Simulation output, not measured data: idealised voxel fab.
Process module heading - voxel ribs on slabs
Shown is cross-section cut, with a width of 245 nm and square cells of size 5 nm.
A cross-section in this document is a grid of square cells, and it is written down as bands, the top band listed before the ones below it; a band is made up of one or more rows of cells.
Quick guide to a band line: top height, bottom height (nm) up front; then every material left to right with its width in nm. Only one material and it's marked "edge to edge"? Then it fills the band edge to edge. And "empty" just means empty space.
Note: height 0 marks the level under which the wafer is uniformly one material as received. Lowest band unbounded below, written "0 and below".
The expression "30 to 40" gives the width at the extremes of the band, the first number at its top row of cells and the second at its bottom row, with the width changing by equal amounts from each row to the next in between.
Basically "nothing got changed" means that step didn't change any cell in the cross-section.
Voids not open to the top, 8 cells minimum: see "Closed-off voids". Written width x height at distance; distance is from the left edge; nm.
Heads up: the bit after the settings on a step's line is the simulator's remark on that step.
The "overlay nm" setting may appear on a step's line; for a step that uses a mask, it gives how far to the right of its planned position the mask lay, and a negative value indicates the left.
[Below is the list of planned process steps]
| 1 | RECEIVE [material Si] |
| 2 | DIRECTIONAL_DEP [material SiO2] [thk nm 20] |
| 3 | DIRECTIONAL_DEP [material polySi] [thk nm 25] |
| 4 | MASKED_ETCH [tone cover] [mask id RIB] [width nm 30] [etch materials polySi] [depth nm 5] [overlay nm 0] |
| 5 | DIRECTIONAL_DEP [material aC] [thk nm 15] |
| 6 | PATTERN [tone cover] [mask id SLAB] [material resist] [width nm 70] [thk nm 30] [overlay nm 0] |
| 7 | DIRECTIONAL_ETCH [etch materials aC] [depth nm 15] |
| 8 | STRIP [etch materials resist] |
| 9 | DIRECTIONAL_ETCH [etch materials polySi] [depth nm 20] |
| 10 | STRIP [etch materials aC] |
| 11 | FILL_DEP [material SiO2] [thk nm 25] |
| 12 | CMP [height nm 65] |
| 13 | DIRECTIONAL_DEP [material W] [thk nm 10] |
| 14 | PATTERN [tone cover] [mask id HEATER] [material resist] [width nm 40] [thk nm 15] [overlay nm 0] |
| 15 | DIRECTIONAL_ETCH [etch materials W] [depth nm 10] |
| 16 | STRIP [etch materials resist] |
| 17 | CONFORMAL_DEP [material SiO2] [thk nm 10] |
[First of two wafers: run as planned]
[As-received wafer cross-section (after step 1)]
  0 and below  Si edge to edge
  Closed-off voids: none
[Wafer after step 2 (cross-section)]
  20 down to 0  SiO2 edge to edge
  For the remainder of the cross-section, below 0, there is no change.
[Wafer after step 3 (cross-section)]
  45 down to 20  polySi edge to edge
  For the remainder of the cross-section, below 20, there is no change.
[Wafer after step 4 (cross-section)]
  45 down to 40  empty (105) / polySi (30) / empty (110)
  For the remainder of the cross-section, below 40, there is no change.
[Wafer after step 5 (cross-section)]
  60 down to 55  empty (105) / aC (30) / empty (110)
  55 down to 45  aC edge to edge
  45 down to 40  aC (105) / polySi (30) / aC (110)
  For the remainder of the cross-section, below 40, there is no change.
[Wafer after step 6 (cross-section)]
  90 down to 60  empty (85) / resist (70) / empty (90)
  60 down to 55  empty (85) / resist (20) / aC (30) / resist (20) / empty (90)
  For the remainder of the cross-section, below 55, there is no change.
[Wafer after step 7 (cross-section)]
  75 down to 60  empty (85) / resist (70) / empty (90)
  60 down to 55  empty (85) / resist (20) / aC (30) / resist (20) / empty (90)
  55 down to 45  empty (85) / aC (70) / empty (90)
  45 down to 40  empty (85) / aC (20) / polySi (30) / aC (20) / empty (90)
  For the remainder of the cross-section, below 40, there is no change.
[Wafer after step 8 (cross-section)]
  60 down to 55  empty (105) / aC (30) / empty (110)
  For the remainder of the cross-section, below 55, there is no change.
[Wafer after step 9 (cross-section)]
  60 down to 55  empty (105) / aC (30) / empty (110)
  55 down to 45  empty (85) / aC (70) / empty (90)
  45 down to 40  empty (85) / aC (20) / polySi (30) / aC (20) / empty (90)
  40 down to 20  empty (85) / polySi (70) / empty (90)
  For the remainder of the cross-section, below 20, there is no change.
[Wafer after step 10 (cross-section)]
  45 down to 40  empty (105) / polySi (30) / empty (110)
  For the remainder of the cross-section, below 40, there is no change.
[Wafer after step 11 (cross-section)]
  70 down to 45  SiO2 edge to edge
  45 down to 40  SiO2 (105) / polySi (30) / SiO2 (110)
  40 down to 20  SiO2 (85) / polySi (70) / SiO2 (90)
  For the remainder of the cross-section, below 20, there is no change.
[Wafer after step 12 (cross-section)]
  65 down to 45  SiO2 edge to edge
  For the remainder of the cross-section, below 45, there is no change.
[Wafer after step 13 (cross-section)]
  75 down to 65  W edge to edge
  For the remainder of the cross-section, below 65, there is no change.
[Wafer after step 14 (cross-section)]
  90 down to 75  empty (100) / resist (40) / empty (105)
  For the remainder of the cross-section, below 75, there is no change.
[Wafer after step 15 (cross-section)]
  90 down to 75  empty (100) / resist (40) / empty (105)
  75 down to 65  empty (100) / W (40) / empty (105)
  For the remainder of the cross-section, below 65, there is no change.
[Wafer after step 16 (cross-section)]
  75 down to 65  empty (100) / W (40) / empty (105)
  For the remainder of the cross-section, below 65, there is no change.
[Wafer after step 17 (cross-section)]
  85 down to 75  empty (90) / SiO2 (60) / empty (95)
  75 down to 65  SiO2 (100) / W (40) / SiO2 (105)
  For the remainder of the cross-section, below 65, there is no change.
[Wafer two. Same start, same plan, one slip in execution. Same as wafer one through step 1, inclusive]
[Planned end of step 2: second wafer, cross-section]
  25 down to 0  SiO2 edge to edge
  For the remainder of the cross-section, below 0, there is no change.
[Planned end of step 3: second wafer, cross-section]
  50 down to 25  polySi edge to edge
  For the remainder of the cross-section, below 25, there is no change.
[Planned end of step 4: second wafer, cross-section]
  50 down to 45  empty (105) / polySi (30) / empty (110)
  For the remainder of the cross-section, below 45, there is no change.
[Planned end of step 5: second wafer, cross-section]
  65 down to 60  empty (105) / aC (30) / empty (110)
  60 down to 50  aC edge to edge
  50 down to 45  aC (105) / polySi (30) / aC (110)
  For the remainder of the cross-section, below 45, there is no change.
[Planned end of step 6: second wafer, cross-section]
  95 down to 65  empty (85) / resist (70) / empty (90)
  65 down to 60  empty (85) / resist (20) / aC (30) / resist (20) / empty (90)
  For the remainder of the cross-section, below 60, there is no change.
[Planned end of step 7: second wafer, cross-section]
  80 down to 65  empty (85) / resist (70) / empty (90)
  65 down to 60  empty (85) / resist (20) / aC (30) / resist (20) / empty (90)
  60 down to 50  empty (85) / aC (70) / empty (90)
  50 down to 45  empty (85) / aC (20) / polySi (30) / aC (20) / empty (90)
  For the remainder of the cross-section, below 45, there is no change.
[Planned end of step 8: second wafer, cross-section]
  65 down to 60  empty (105) / aC (30) / empty (110)
  For the remainder of the cross-section, below 60, there is no change.
[Planned end of step 9: second wafer, cross-section]
  65 down to 60  empty (105) / aC (30) / empty (110)
  60 down to 50  empty (85) / aC (70) / empty (90)
  50 down to 45  empty (85) / aC (20) / polySi (30) / aC (20) / empty (90)
  45 down to 25  empty (85) / polySi (70) / empty (90)
  For the remainder of the cross-section, below 25, there is no change.
[Planned end of step 10: second wafer, cross-section]
  50 down to 45  empty (105) / polySi (30) / empty (110)
  For the remainder of the cross-section, below 45, there is no change.
[Planned end of step 11: second wafer, cross-section]
  75 down to 50  SiO2 edge to edge
  50 down to 45  SiO2 (105) / polySi (30) / SiO2 (110)
  45 down to 25  SiO2 (85) / polySi (70) / SiO2 (90)
  For the remainder of the cross-section, below 25, there is no change.
[Planned end of step 12: second wafer, cross-section]
  65 down to 50  SiO2 edge to edge
  For the remainder of the cross-section, below 50, there is no change.
[Planned end of step 13: second wafer, cross-section]
  75 down to 65  W edge to edge
  For the remainder of the cross-section, below 65, there is no change.
[Planned end of step 14: second wafer, cross-section]
  90 down to 75  empty (100) / resist (40) / empty (105)
  For the remainder of the cross-section, below 75, there is no change.
[Planned end of step 15: second wafer, cross-section]
  90 down to 75  empty (100) / resist (40) / empty (105)
  75 down to 65  empty (100) / W (40) / empty (105)
  For the remainder of the cross-section, below 65, there is no change.
[Planned end of step 16: second wafer, cross-section]
  75 down to 65  empty (100) / W (40) / empty (105)
  For the remainder of the cross-section, below 65, there is no change.
[Planned end of step 17: second wafer, cross-section]
  85 down to 75  empty (90) / SiO2 (60) / empty (95)
  75 down to 65  SiO2 (100) / W (40) / SiO2 (105)
  For the remainder of the cross-section, below 65, there is no change.
Deviation from plan: contrary to plan, step 2 was performed as DIRECTIONAL_DEP [material SiO2] [thk nm 25]
So at the finish, the second wafer's got exactly as many cells of each material as the first, just not in the same spots.
